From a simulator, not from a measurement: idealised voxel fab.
Process module heading - voxel self aligned contacts
It is cross-section cut that appears here, measuring 230 nm in width, its square cells being 5 nm in size.
Square cells in a grid make up a cross-section in this document, and the grid is given as bands, listed from the top down, each one or more rows of cells. Top, bottom (nm), then materials left to right with widths (nm); lone material tagged "all across" fills the whole band edge to edge; "empty" = empty space. Height 0 is the level under which the wafer as received is all one material. The lowest band goes on downwards, as in "0..down". Width: "30 to 40" (first number = top row, second number = bottom row, same change from row to row of cells). Key: "nothing got changed" - step with no changed cell in the cross-section. Each empty space that has no open way to the top and spans at least 8 cells appears under "Enclosed cavity list" as width x height at distance, the distance counted from the left edge, all in nm. Read whatever lies past the settings on a step's line as the simulator's own remark about the step. The line of a step may include "overlay nm". On a step with a mask, this value is how far to the right of its planned place the mask lay. A negative value means the mask lay to the left.

### The planned process steps are enumerated hereunder
step 1: op RECEIVE | material Si
step 2: op OXIDIZE | depth nm 5
step 3: op DIRECTIONAL_DEP | material polySi | thk nm 30
step 4: op DIRECTIONAL_DEP | material SiN | thk nm 20
step 5: op MASKED_ETCH | tone cover | mask id GATE | width nm 30 | pitch nm 75 | etch materials SiN | depth nm 20 | overlay nm 0
step 6: op MASKED_ETCH | tone cover | mask id GATE | width nm 30 | pitch nm 75 | etch materials polySi | depth nm 30 | overlay nm 0
step 7: op CONFORMAL_DEP | material SiN | thk nm 10
step 8: op DIRECTIONAL_ETCH | etch materials SiN | depth nm 10
step 9: op FILL_DEP | material SiO2 | thk nm 15
step 10: op CMP | height nm 55
step 11: op DIRECTIONAL_DEP | material aC | thk nm 15
step 12: op PATTERN | tone open | mask id CONTACT | material resist | width nm 55 | pitch nm 75 | thk nm 35 | overlay nm 0
step 13: op DIRECTIONAL_ETCH | etch materials aC | depth nm 15
step 14: op STRIP | etch materials resist
step 15: op DIRECTIONAL_ETCH | etch materials SiO2 | depth nm 60
step 16: op STRIP | etch materials aC
step 17: op CONFORMAL_DEP | material TiN | thk nm 5
step 18: op FILL_DEP | material Ru | thk nm 5
step 19: op CMP | height nm 55
step 20: op CONFORMAL_DEP | material SiCN | thk nm 5

### Wafer at receipt (post step 1), cross-section
0..down = Si all across
Enclosed cavity list: none

### Starting structure and process plan are as shown above, but one mistake was made in running the module; the wafer cross-section at the end of the module follows
60..55 = SiCN all across
55..50 = SiO2 (50); TiN (20); Ru (15); TiN (20); SiO2 (20); TiN (20); Ru (15); TiN (20); SiO2 (50)
50..30 = SiO2 (15); SiN (50); TiN (5); Ru (15); TiN (5); SiN (50); TiN (5); Ru (15); TiN (5); SiN (50); SiO2 (15)
30..0 = SiO2 (65); TiN (5); Ru (15); TiN (5); SiO2 (50); TiN (5); Ru (15); TiN (5); SiO2 (65)
0..-5 = SiO2 (65); TiN (25); SiO2 (50); TiN (25); SiO2 (65)
-5..down = Si all across
Enclosed cavity list: none
Against the plan, the run slipped here: note that step 3 departed from the planned setting and was carried out as op DIRECTIONAL_DEP | material SiO2 | thk nm 30
